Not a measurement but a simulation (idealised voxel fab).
process module | voxel air gaps
cross-section cut | 265 nm wide | cells 5 nm
A cross-section is a grid of square cells, given in bands from the top down. A band is one or more rows of cells.
Each band's line starts with the height of the band's top and of its bottom, in nm. Then come its materials from left to right, each with its width in nm. One material with "throughout" fills the band from edge to edge. "air" is empty space.
Height 0 is the level under which the wafer as received is all one material. The lowest band goes on downwards, as in "0 down".
A width such as "30 to 40" changes by the same amount from each row of cells to the next, from the band's top row to its bottom row.
"no change" after a step means that no cell of the cross-section changed.
closed voids: empty space of 8 cells or more with no open way to the top, each as width x height at its distance from the left edge, in nm
after a step's settings: what the simulator itself notes on the step
overlay nm, on a step with a mask: how far to the right of its planned place the mask lay; to the left if negative
plan
1 op RECEIVE | material Si
2 op CONFORMAL_DEP | material SiO2 | thk nm 15
3 op CONFORMAL_DEP | material SiN | thk nm 5
4 op DIRECTIONAL_DEP | material SiO2 | thk nm 40
5 op DIRECTIONAL_DEP | material aC | thk nm 15
6 op PATTERN | tone open | mask id LINES | material resist | width nm 15 | pitch nm 40 | thk nm 35 | overlay nm 0
7 op DIRECTIONAL_ETCH | etch materials aC | depth nm 15
8 op STRIP | etch materials resist
9 op DIRECTIONAL_ETCH | etch materials SiO2 | depth nm 40
10 op STRIP | etch materials aC
11 op CONFORMAL_DEP | material TiN | thk nm 5
12 op FILL_DEP | material W | thk nm 10
13 op CMP | height nm 60
14 op EPI | material Ru | thk nm 10
15 op SELECTIVE_ETCH | etch materials SiO2 | depth nm 50
16 op CONFORMAL_DEP | material SiN | thk nm 5
as received, after step 1
  0 down: Si throughout
  closed voids: none
a wafer at the end: this start, this plan, one mistake
  85 to 80: air 60 | SiN 145 | air 60
  80 to 60: air 60 | SiN 5 | Ru 135 | SiN 5 | air 60
  60 to 55: air 60 | SiN 25 | TiN 5 | W 5 | TiN 5 | SiO2 25 | TiN 5 | W 5 | TiN 5 | SiO2 25 | TiN 5 | W 5 | TiN 5 | SiN 25 | air 60
  55 to 25: air 80 | SiN 5 | TiN 5 | W 5 | TiN 5 | SiO2 25 | TiN 5 | W 5 | TiN 5 | SiO2 25 | TiN 5 | W 5 | TiN 5 | SiN 5 | air 80
  25 to 20: SiN 85 | TiN 15 | SiO2 25 | TiN 15 | SiO2 25 | TiN 15 | SiN 85
  20 to 15: SiN throughout
  15 to 0: SiO2 throughout
  0 down: Si throughout
  closed voids: none
what went wrong: step 14 was run twice
